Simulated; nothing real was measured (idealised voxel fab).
The document below concerns the process module designated voxel spacer lines.
Cross-sectional view cut (width: 235 nm; square cell size: 5 nm).
Cross-sections here: square-cell grids, written as top-down lists of bands, a band being one or more rows of cells. Each band's line starts with the height of the band's top and of its bottom, in nm. Then come its materials from left to right, each with its width in nm. One material with "full width" fills the band from edge to edge. "blank" is empty space. Note: height 0 marks the level under which the wafer is uniformly one material as received. Lowest band unbounded below, written "from 0 down". Per-row width for "30 to 40": begins at first number (top row of band), ends at second number (bottom row), increment between rows held constant. It should be understood that the words "nothing got changed", when stated for a given step, signify that the cross-section underwent no change in any of its cells during that step. Empty spaces without an open route to the top, at least 8 cells in extent, make up the entry "Closed internal voids"; each is given as width x height at distance, where the distance is measured from the left edge, and all are in nm. The remark found on a step's line after its settings is issued by the simulator itself and pertains to that step. overlay nm: on a step with a mask, how far right of its planned place the mask lay; negative means left.
## The following list gives the planned process steps
- 1: RECEIVE with material Si
- 2: CONFORMAL_DEP with material Al2O3, thk nm 10
- 3: DIRECTIONAL_DEP with material SiN, thk nm 15
- 4: DIRECTIONAL_DEP with material polySi, thk nm 20
- 5: PATTERN with tone cover, mask id MANDREL, material resist, width nm 20, pitch nm 70, thk nm 25, overlay nm 0
- 6: DIRECTIONAL_ETCH with etch materials polySi, depth nm 20
- 7: STRIP with etch materials resist
- 8: CONFORMAL_DEP with material SiO2, thk nm 15
- 9: DIRECTIONAL_ETCH with etch materials SiO2, depth nm 15
- 10: STRIP with etch materials polySi
- 11: DIRECTIONAL_ETCH with etch materials SiN, depth nm 15
- 12: STRIP with etch materials SiO2
- 13: FILL_DEP with material lowk, thk nm 5
- 14: CMP with height nm 25
## As received (post step 1): cross-section
- from 0 down = Si full width
- Closed internal voids: none
## Cross-sectional result after module completion. Note: starting condition and plan are unchanged from above; one processing mistake was made
- from 25 to 10 = 60 of lowk; 10 of SiN; 20 of lowk; 10 of SiN; 30 of lowk; 10 of SiN; 20 of lowk; 10 of SiN; 65 of lowk
- from 10 to 0 = Al2O3 full width
- from 0 down = Si full width
- Closed internal voids: none
The plan and the run diverged here: step 8 deviated from plan and actually ran as CONFORMAL_DEP with material SiO2, thk nm 10
